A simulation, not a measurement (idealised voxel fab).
Documented hereafter: the process module known as voxel capacitor over wiring.
Section cut is 265 nm wide and gridded with 5 nm square cells.
Bands, listed from the top down, are how a cross-section gets written in this document; the cross-section itself is a grid of square cells, and a band is one or more rows of them. Per band: top height and bottom height in nm, followed by the left-to-right materials and their widths in nm; "everywhere" marks a single material spanning edge to edge, "empty" marks empty space. Height is counted from the level 0, under which the received wafer is composed throughout of one material. The lowest of the bands is not closed at the bottom but continues downward, in the notation "0 -> down". Top row gets the first number, bottom row gets the second, and each row in between changes by the same step: that is how a band width like "30 to 40" works. Where the words "remained unchanged" appear for a step, the cross-section shows no cell changed by that step; every cell remained as before. "Closed internal voids" enumerates empty spaces isolated from the top, with no open way to it, that contain at least 8 cells, giving each as width x height at distance from the left edge, all three in nm. Anything after a step's settings on that line? It's the simulator's own note about the step. What "overlay nm" on a step's line means: if the step has a mask, that mask lay this far to the right of its planned place, or, when the value is negative, to the left.

### Set out below are the planned steps of the process
1) RECEIVE,material Si
2) CONFORMAL_DEP,material SiO2,thk nm 15
3) CONFORMAL_DEP,material SiCN,thk nm 5
4) DIRECTIONAL_DEP,material lowk,thk nm 20
5) DIRECTIONAL_DEP,material aC,thk nm 10
6) PATTERN,tone open,mask id METAL_1,material resist,width nm 30,pitch nm 80,thk nm 25,overlay nm 0
7) DIRECTIONAL_ETCH,etch materials aC,depth nm 10
8) STRIP,etch materials resist
9) DIRECTIONAL_ETCH,etch materials lowk,depth nm 20
10) DIRECTIONAL_ETCH,etch materials SiCN,depth nm 5
11) STRIP,etch materials aC
12) CONFORMAL_DEP,material TiN,thk nm 5
13) FILL_DEP,material Ru,thk nm 10
14) CMP,height nm 40
15) EPI,material Ru,thk nm 5
16) FILL_DEP,material SiCN,thk nm 5
17) DIRECTIONAL_DEP,material SiO2,thk nm 20
18) DIRECTIONAL_DEP,material aC,thk nm 10
19) PATTERN,tone open,mask id PLUG_1,material resist,width nm 15,thk nm 25,overlay nm 0
20) DIRECTIONAL_ETCH,etch materials aC,depth nm 10
21) STRIP,etch materials resist
22) DIRECTIONAL_ETCH,etch materials SiO2,depth nm 20
23) DIRECTIONAL_ETCH,etch materials SiCN,depth nm 5
24) STRIP,etch materials aC
25) CONFORMAL_DEP,material TiN,thk nm 5
26) FILL_DEP,material Cu,thk nm 5
27) CMP,height nm 70
28) DIRECTIONAL_DEP,material TiN,thk nm 5
29) DIRECTIONAL_DEP,material SiN,thk nm 5
30) DIRECTIONAL_DEP,material TiN,thk nm 5
31) DIRECTIONAL_DEP,material aC,thk nm 15
32) PATTERN,tone cover,mask id UPPER_PLATE,material resist,width nm 55,thk nm 30,overlay nm 0
33) DIRECTIONAL_ETCH,etch materials aC,depth nm 15
34) STRIP,etch materials resist
35) DIRECTIONAL_ETCH,etch materials TiN,depth nm 5
36) DIRECTIONAL_ETCH,etch materials SiN,depth nm 5
37) STRIP,etch materials aC
38) MASKED_ETCH,tone cover,mask id LOWER_PLATE,width nm 65,etch materials TiN,depth nm 5,overlay nm 0
39) FILL_DEP,material SiO2,thk nm 15
40) CMP,height nm 95
41) MASKED_ETCH,tone open,mask id PLUG_2,width nm 15,etch materials SiO2,depth nm 10,overlay nm 0
42) CONFORMAL_DEP,material TiN,thk nm 5
43) FILL_DEP,material Cu,thk nm 5
44) CMP,height nm 95
45) CONFORMAL_DEP,material SiCN,thk nm 5

### Concerning the first of two wafers, which was run in accordance with the plan

### Incoming wafer in cross-section (state: after step 1)
0 -> down: Si everywhere
Closed internal voids: none

### The wafer, seen in cross-section, after step 2
15 -> 0: SiO2 everywhere
No changes below 0.

### The wafer, seen in cross-section, after step 3
20 -> 15: SiCN everywhere
No changes below 15.

### The wafer, seen in cross-section, after step 4
40 -> 20: lowk everywhere
No changes below 20.

### The wafer, seen in cross-section, after step 5
50 -> 40: aC everywhere
No changes below 40.

### The wafer, seen in cross-section, after step 6
75 -> 50: resist 75 | empty 30 | resist 50 | empty 30 | resist 80
No changes below 50.

### The wafer, seen in cross-section, after step 7
65 -> 50: resist 75 | empty 30 | resist 50 | empty 30 | resist 80
50 -> 40: aC 75 | empty 30 | aC 50 | empty 30 | aC 80
No changes below 40.

### The wafer, seen in cross-section, after step 8
50 -> 40: aC 75 | empty 30 | aC 50 | empty 30 | aC 80
No changes below 40.

### The wafer, seen in cross-section, after step 9
50 -> 40: aC 75 | empty 30 | aC 50 | empty 30 | aC 80
40 -> 20: lowk 75 | empty 30 | lowk 50 | empty 30 | lowk 80
No changes below 20.

### The wafer, seen in cross-section, after step 10
50 -> 40: aC 75 | empty 30 | aC 50 | empty 30 | aC 80
40 -> 20: lowk 75 | empty 30 | lowk 50 | empty 30 | lowk 80
20 -> 15: SiCN 75 | empty 30 | SiCN 50 | empty 30 | SiCN 80
No changes below 15.

### The wafer, seen in cross-section, after step 11
40 -> 20: lowk 75 | empty 30 | lowk 50 | empty 30 | lowk 80
No changes below 20.

### The wafer, seen in cross-section, after step 12
45 -> 40: TiN 80 | empty 20 | TiN 60 | empty 20 | TiN 85
40 -> 20: lowk 75 | TiN 5 | empty 20 | TiN 5 | lowk 50 | TiN 5 | empty 20 | TiN 5 | lowk 80
20 -> 15: SiCN 75 | TiN 30 | SiCN 50 | TiN 30 | SiCN 80
No changes below 15.

### The wafer, seen in cross-section, after step 13
55 -> 45: Ru everywhere
45 -> 40: TiN 80 | Ru 20 | TiN 60 | Ru 20 | TiN 85
40 -> 20: lowk 75 | TiN 5 | Ru 20 | TiN 5 | lowk 50 | TiN 5 | Ru 20 | TiN 5 | lowk 80
No changes below 20.

### The wafer, seen in cross-section, after step 14
40 -> 20: lowk 75 | TiN 5 | Ru 20 | TiN 5 | lowk 50 | TiN 5 | Ru 20 | TiN 5 | lowk 80
No changes below 20.

### The wafer, seen in cross-section, after step 15
45 -> 40: empty 70 | Ru 40 | empty 40 | Ru 40 | empty 75
No changes below 40.

### The wafer, seen in cross-section, after step 16
50 -> 45: SiCN everywhere
45 -> 40: SiCN 70 | Ru 40 | SiCN 40 | Ru 40 | SiCN 75
No changes below 40.

### The wafer, seen in cross-section, after step 17
70 -> 50: SiO2 everywhere
No changes below 50.

### The wafer, seen in cross-section, after step 18
80 -> 70: aC everywhere
No changes below 70.

### The wafer, seen in cross-section, after step 19
105 -> 80: resist 90 | empty 15 | resist 160
No changes below 80.

### The wafer, seen in cross-section, after step 20
95 -> 80: resist 90 | empty 15 | resist 160
80 -> 70: aC 90 | empty 15 | aC 160
No changes below 70.

### The wafer, seen in cross-section, after step 21
80 -> 70: aC 90 | empty 15 | aC 160
No changes below 70.

### The wafer, seen in cross-section, after step 22
80 -> 70: aC 90 | empty 15 | aC 160
70 -> 50: SiO2 90 | empty 15 | SiO2 160
No changes below 50.

### The wafer, seen in cross-section, after step 23
80 -> 70: aC 90 | empty 15 | aC 160
70 -> 50: SiO2 90 | empty 15 | SiO2 160
50 -> 45: SiCN 90 | empty 15 | SiCN 160
No changes below 45.

### The wafer, seen in cross-section, after step 24
70 -> 50: SiO2 90 | empty 15 | SiO2 160
No changes below 50.

### The wafer, seen in cross-section, after step 25
75 -> 70: TiN 95 | empty 5 | TiN 165
70 -> 50: SiO2 90 | TiN 5 | empty 5 | TiN 5 | SiO2 160
50 -> 45: SiCN 90 | TiN 15 | SiCN 160
No changes below 45.

### The wafer, seen in cross-section, after step 26
80 -> 75: Cu everywhere
75 -> 70: TiN 95 | Cu 5 | TiN 165
70 -> 50: SiO2 90 | TiN 5 | Cu 5 | TiN 5 | SiO2 160
No changes below 50.

### The wafer, seen in cross-section, after step 27
70 -> 50: SiO2 90 | TiN 5 | Cu 5 | TiN 5 | SiO2 160
No changes below 50.

### The wafer, seen in cross-section, after step 28
75 -> 70: TiN everywhere
No changes below 70.

### The wafer, seen in cross-section, after step 29
80 -> 75: SiN everywhere
No changes below 75.

### The wafer, seen in cross-section, after step 30
85 -> 80: TiN everywhere
No changes below 80.

### The wafer, seen in cross-section, after step 31
100 -> 85: aC everywhere
No changes below 85.

### The wafer, seen in cross-section, after step 32
130 -> 100: empty 90 | resist 55 | empty 120
No changes below 100.

### The wafer, seen in cross-section, after step 33
115 -> 100: empty 90 | resist 55 | empty 120
100 -> 85: empty 90 | aC 55 | empty 120
No changes below 85.

### The wafer, seen in cross-section, after step 34
100 -> 85: empty 90 | aC 55 | empty 120
No changes below 85.

### The wafer, seen in cross-section, after step 35
100 -> 85: empty 90 | aC 55 | empty 120
85 -> 80: empty 90 | TiN 55 | empty 120
No changes below 80.

### The wafer, seen in cross-section, after step 36
100 -> 85: empty 90 | aC 55 | empty 120
85 -> 80: empty 90 | TiN 55 | empty 120
80 -> 75: empty 90 | SiN 55 | empty 120
No changes below 75.

### The wafer, seen in cross-section, after step 37
85 -> 80: empty 90 | TiN 55 | empty 120
No changes below 80.

### The wafer, seen in cross-section, after step 38
85 -> 80: empty 90 | TiN 55 | empty 120
80 -> 75: empty 90 | SiN 55 | empty 120
75 -> 70: empty 85 | TiN 65 | empty 115
No changes below 70.

### The wafer, seen in cross-section, after step 39
100 -> 85: SiO2 everywhere
85 -> 80: SiO2 90 | TiN 55 | SiO2 120
80 -> 75: SiO2 90 | SiN 55 | SiO2 120
75 -> 70: SiO2 85 | TiN 65 | SiO2 115
No changes below 70.

### The wafer, seen in cross-section, after step 40
95 -> 85: SiO2 everywhere
No changes below 85.

### The wafer, seen in cross-section, after step 41
95 -> 85: SiO2 100 | empty 15 | SiO2 150
No changes below 85.

### The wafer, seen in cross-section, after step 42
100 -> 95: TiN 105 | empty 5 | TiN 155
95 -> 90: SiO2 100 | TiN 5 | empty 5 | TiN 5 | SiO2 150
90 -> 80: SiO2 100 to 90 | TiN 15 to 55 | SiO2 150 to 120
No changes below 80.

### The wafer, seen in cross-section, after step 43
105 -> 100: Cu everywhere
100 -> 95: TiN 105 | Cu 5 | TiN 155
95 -> 90: SiO2 100 | TiN 5 | Cu 5 | TiN 5 | SiO2 150
No changes below 90.

### The wafer, seen in cross-section, after step 44
95 -> 90: SiO2 100 | TiN 5 | Cu 5 | TiN 5 | SiO2 150
No changes below 90.

### The wafer, seen in cross-section, after step 45
100 -> 95: SiCN everywhere
No changes below 95.

### Regarding the second of the two wafers: it shared the first wafer's starting condition and process plan, yet one error occurred during its execution. Its history coincides with that of the first wafer up to and including step 31

### At the planned end of step 32, the second wafer in cross-section
130 -> 100: empty 90 | resist 60 | empty 115
No changes below 100.

### At the planned end of step 33, the second wafer in cross-section
115 -> 100: empty 90 | resist 60 | empty 115
100 -> 85: empty 90 | aC 60 | empty 115
No changes below 85.

### At the planned end of step 34, the second wafer in cross-section
100 -> 85: empty 90 | aC 60 | empty 115
No changes below 85.

### At the planned end of step 35, the second wafer in cross-section
100 -> 85: empty 90 | aC 60 | empty 115
85 -> 80: empty 90 | TiN 60 | empty 115
No changes below 80.

### At the planned end of step 36, the second wafer in cross-section
100 -> 85: empty 90 | aC 60 | empty 115
85 -> 80: empty 90 | TiN 60 | empty 115
80 -> 75: empty 90 | SiN 60 | empty 115
No changes below 75.

### At the planned end of step 37, the second wafer in cross-section
85 -> 80: empty 90 | TiN 60 | empty 115
No changes below 80.

### At the planned end of step 38, the second wafer in cross-section
85 -> 80: empty 90 | TiN 60 | empty 115
80 -> 75: empty 90 | SiN 60 | empty 115
75 -> 70: empty 85 | TiN 65 | empty 115
No changes below 70.

### At the planned end of step 39, the second wafer in cross-section
100 -> 85: SiO2 everywhere
85 -> 80: SiO2 90 | TiN 60 | SiO2 115
80 -> 75: SiO2 90 | SiN 60 | SiO2 115
75 -> 70: SiO2 85 | TiN 65 | SiO2 115
No changes below 70.

### At the planned end of step 40, the second wafer in cross-section
95 -> 85: SiO2 everywhere
No changes below 85.

### At the planned end of step 41, the second wafer in cross-section
95 -> 85: SiO2 100 | empty 15 | SiO2 150
No changes below 85.

### At the planned end of step 42, the second wafer in cross-section
100 -> 95: TiN 105 | empty 5 | TiN 155
95 -> 90: SiO2 100 | TiN 5 | empty 5 | TiN 5 | SiO2 150
90 -> 80: SiO2 100 to 90 | TiN 15 to 60 | SiO2 150 to 115
No changes below 80.

### At the planned end of step 43, the second wafer in cross-section
105 -> 100: Cu everywhere
100 -> 95: TiN 105 | Cu 5 | TiN 155
95 -> 90: SiO2 100 | TiN 5 | Cu 5 | TiN 5 | SiO2 150
No changes below 90.

### At the planned end of step 44, the second wafer in cross-section
95 -> 90: SiO2 100 | TiN 5 | Cu 5 | TiN 5 | SiO2 150
No changes below 90.

### At the planned end of step 45, the second wafer in cross-section
100 -> 95: SiCN everywhere
No changes below 95.
What was the processing mistake? step 32 was run on a setting that differed from the plan, and what really ran there is PATTERN,tone cover,mask id UPPER_PLATE,material resist,width nm 60,thk nm 30,overlay nm 0
Per the end-of-run cell counts, the second wafer holds more or fewer of some materials than the first: +1 SiN; -2 SiO2; +1 TiN
